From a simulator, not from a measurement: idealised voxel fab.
The following process module bears the name voxel transistor to metal.
In the cross-section labelled cut, the width is 145 nm and each square cell is 5 nm.
Cross-section = grid of square cells, listed top down in bands; band = one or more rows.
Within each band entry, the heights of the top and of the bottom of the band appear first, in that order and in nm; the materials of the band then follow from left to right, each with its corresponding width in nm. The designation "full width" on a single material indicates that it fills the band from edge to edge; the designation "air" indicates empty space.
Convention: height 0 is the level below which the wafer, as received, is all one material. The lowest band does not terminate at the bottom but continues downward, represented as "0..down".
The two numbers in a width such as "30 to 40" mark its ends across the band: the first belongs to the top row of cells, the second to the bottom row, and from each row to the next the width moves by the same amount.
Basically "nothing was modified" means that step didn't change any cell in the cross-section.
Closed-off voids of 8+ cells (no open route to the top) go in "Closed void inventory", written width x height at distance from the left edge, in nm.
Post-settings text on a step line: simulator's own remark regarding the step.
Steps that use a mask can have "overlay nm" on their line. It says how far the mask sat to the right of where it was meant to be. Negative means to the left.
STEPS PLANNED FOR THE PROCESS
| 1 | RECEIVE [material Si] |
| 2 | OXIDIZE [depth nm 5] |
| 3 | CONFORMAL_DEP [material SiN] [thk nm 10] |
| 4 | DIRECTIONAL_DEP [material aC] [thk nm 10] |
| 5 | PATTERN [tone cover] [mask id ACTIVE] [material resist] [width nm 105] [thk nm 30] [overlay nm 0] |
| 6 | DIRECTIONAL_ETCH [etch materials aC] [depth nm 10] |
| 7 | STRIP [etch materials resist] |
| 8 | DIRECTIONAL_ETCH [etch materials SiN] [depth nm 10] |
| 9 | DIRECTIONAL_ETCH [etch materials SiO2] [depth nm 5] |
| 10 | DIRECTIONAL_ETCH [etch materials Si] [depth nm 25] |
| 11 | STRIP [etch materials aC] |
| 12 | FILL_DEP [material SiO2] [thk nm 5] |
| 13 | CMP [height nm 10] |
| 14 | SELECTIVE_ETCH [etch materials SiO2] [depth nm 10] |
| 15 | STRIP [etch materials SiN] |
| 16 | SELECTIVE_ETCH [etch materials SiO2] [depth nm 5] |
| 17 | OXIDIZE [depth nm 5] |
| 18 | DIRECTIONAL_DEP [material polySi] [thk nm 30] |
| 19 | DIRECTIONAL_DEP [material SiCN] [thk nm 10] |
| 20 | DIRECTIONAL_DEP [material aC] [thk nm 15] |
| 21 | PATTERN [tone cover] [mask id GATE] [material resist] [width nm 35] [thk nm 30] [overlay nm 0] |
| 22 | DIRECTIONAL_ETCH [etch materials aC] [depth nm 15] |
| 23 | STRIP [etch materials resist] |
| 24 | DIRECTIONAL_ETCH [etch materials SiCN] [depth nm 20] |
| 25 | DIRECTIONAL_ETCH [etch materials polySi] [depth nm 40] |
| 26 | STRIP [etch materials aC] |
| 27 | CONFORMAL_DEP [material SiN] [thk nm 5] |
| 28 | DIRECTIONAL_ETCH [etch materials SiN] [depth nm 5] |
| 29 | DIRECTIONAL_ETCH [etch materials SiO2] [depth nm 5] |
| 30 | DIRECTIONAL_ETCH [etch materials Si] [depth nm 5] |
| 31 | EPI [material SiGe] [thk nm 5] |
| 32 | FILL_DEP [material SiO2] [thk nm 10] |
| 33 | CMP [height nm 25] |
| 34 | STRIP [etch materials polySi] |
| 35 | SELECTIVE_ETCH [etch materials SiO2] [depth nm 5] |
| 36 | CONFORMAL_DEP [material HfO2] [thk nm 5] |
| 37 | CONFORMAL_DEP [material TiN] [thk nm 5] |
| 38 | FILL_DEP [material W] [thk nm 5] |
| 39 | CMP [height nm 20] |
| 40 | DIRECTIONAL_DEP [material SiO2] [thk nm 15] |
| 41 | DIRECTIONAL_DEP [material aC] [thk nm 10] |
| 42 | PATTERN [tone open] [mask id CONTACT] [material resist] [width nm 15] [pitch nm 80] [thk nm 30] [overlay nm 0] |
| 43 | DIRECTIONAL_ETCH [etch materials aC] [depth nm 10] |
| 44 | STRIP [etch materials resist] |
| 45 | DIRECTIONAL_ETCH [etch materials SiO2] [depth nm 45] |
| 46 | STRIP [etch materials aC] |
| 47 | CONFORMAL_DEP [material TiN] [thk nm 5] |
| 48 | FILL_DEP [material Ru] [thk nm 5] |
| 49 | CMP [height nm 35] |
| 50 | CONFORMAL_DEP [material SiCN] [thk nm 5] |
| 51 | DIRECTIONAL_DEP [material SiO2] [thk nm 25] |
| 52 | MASKED_ETCH [tone open] [mask id METAL_1] [width nm 15] [pitch nm 80] [etch materials SiO2] [depth nm 25] [overlay nm 0] |
| 53 | MASKED_ETCH [tone open] [mask id METAL_1] [width nm 15] [pitch nm 80] [etch materials SiCN] [depth nm 5] [overlay nm 0] |
| 54 | CONFORMAL_DEP [material TiN] [thk nm 5] |
| 55 | FILL_DEP [material Ru] [thk nm 5] |
| 56 | CMP [height nm 65] |
| 57 | EPI [material Ru] [thk nm 5] |
| 58 | FILL_DEP [material SiCN] [thk nm 5] |
CROSS-SECTION OF THE WAFER UPON ARRIVAL, REPRESENTING THE STATE REACHED AFTER STEP 1
0..down: Si full width
Closed void inventory: none
CROSS-SECTIONAL VIEW OF THE FIRST OF THE TWO WAFERS UPON COMPLETION OF THE MODULE, PROCESSED IN ACCORDANCE WITH THE PLAN
75..70: SiCN full width
70..65: 20 nm SiCN; 25 nm Ru; 55 nm SiCN; 25 nm Ru; 20 nm SiCN
65..40: 25 nm SiO2; 5 nm TiN; 5 nm Ru; 5 nm TiN; 65 nm SiO2; 5 nm TiN; 5 nm Ru; 5 nm TiN; 25 nm SiO2
40..35: 25 nm SiCN; 15 nm TiN; 65 nm SiCN; 15 nm TiN; 25 nm SiCN
35..20: 25 nm SiO2; 5 nm TiN; 5 nm Ru; 5 nm TiN; 65 nm SiO2; 5 nm TiN; 5 nm Ru; 5 nm TiN; 25 nm SiO2
20..0: 25 nm SiO2; 5 nm TiN; 5 nm Ru; 5 nm TiN; 10 nm SiO2; 5 nm SiN; 5 nm HfO2; 5 nm TiN; 15 nm W; 5 nm TiN; 5 nm HfO2; 5 nm SiN; 10 nm SiO2; 5 nm TiN; 5 nm Ru; 5 nm TiN; 25 nm SiO2
0..-5: 25 nm SiO2; 5 nm TiN; 5 nm Ru; 5 nm TiN; 10 nm SiO2; 5 nm SiN; 5 nm HfO2; 25 nm TiN; 5 nm HfO2; 5 nm SiN; 10 nm SiO2; 5 nm TiN; 5 nm Ru; 5 nm TiN; 25 nm SiO2
-5..-10: 25 nm SiO2; 15 nm TiN; 5 nm SiO2; 5 nm SiGe; 45 nm HfO2; 5 nm SiGe; 5 nm SiO2; 15 nm TiN; 25 nm SiO2
-10..-15: 20 nm SiO2; 30 nm SiGe; 45 nm Si; 30 nm SiGe; 20 nm SiO2
-15..-30: 20 nm SiO2; 105 nm Si; 20 nm SiO2
-30..down: Si full width
Closed void inventory: none
WAFER TWO, END OF MODULE, CROSS-SECTION. SAME START, SAME PLAN AS WAFER ONE. ONE MISTAKE IN THE RUN
75..70: SiCN full width
70..65: 20 nm SiCN; 30 nm Ru; 50 nm SiCN; 30 nm Ru; 15 nm SiCN
65..45: 25 nm SiO2; 5 nm TiN; 10 nm Ru; 5 nm TiN; 60 nm SiO2; 5 nm TiN; 10 nm Ru; 5 nm TiN; 20 nm SiO2
45..40: 25 nm SiO2; 5 nm TiN; 5 nm Ru; 10 nm TiN; 60 nm SiO2; 5 nm TiN; 5 nm Ru; 10 nm TiN; 20 nm SiO2
40..35: 25 nm SiCN; 15 nm TiN; 65 nm SiCN; 15 nm TiN; 25 nm SiCN
35..20: 25 nm SiO2; 5 nm TiN; 5 nm Ru; 5 nm TiN; 65 nm SiO2; 5 nm TiN; 5 nm Ru; 5 nm TiN; 25 nm SiO2
20..0: 25 nm SiO2; 5 nm TiN; 5 nm Ru; 5 nm TiN; 10 nm SiO2; 5 nm SiN; 5 nm HfO2; 5 nm TiN; 15 nm W; 5 nm TiN; 5 nm HfO2; 5 nm SiN; 10 nm SiO2; 5 nm TiN; 5 nm Ru; 5 nm TiN; 25 nm SiO2
0..-5: 25 nm SiO2; 5 nm TiN; 5 nm Ru; 5 nm TiN; 10 nm SiO2; 5 nm SiN; 5 nm HfO2; 25 nm TiN; 5 nm HfO2; 5 nm SiN; 10 nm SiO2; 5 nm TiN; 5 nm Ru; 5 nm TiN; 25 nm SiO2
-5..-10: 25 nm SiO2; 15 nm TiN; 5 nm SiO2; 5 nm SiGe; 45 nm HfO2; 5 nm SiGe; 5 nm SiO2; 15 nm TiN; 25 nm SiO2
-10..-15: 20 nm SiO2; 30 nm SiGe; 45 nm Si; 30 nm SiGe; 20 nm SiO2
-15..-30: 20 nm SiO2; 105 nm Si; 20 nm SiO2
-30..down: Si full width
Closed void inventory: none
What was the processing mistake? step 52 did not happen as planned, as run it was MASKED_ETCH [tone open] [mask id METAL_1] [width nm 20] [pitch nm 80] [etch materials SiO2] [depth nm 25] [overlay nm 0]
Final difference in cells, second wafer against first, listed per material as more or fewer: +10 Ru | -2 SiCN | -10 SiO2 | +2 TiN
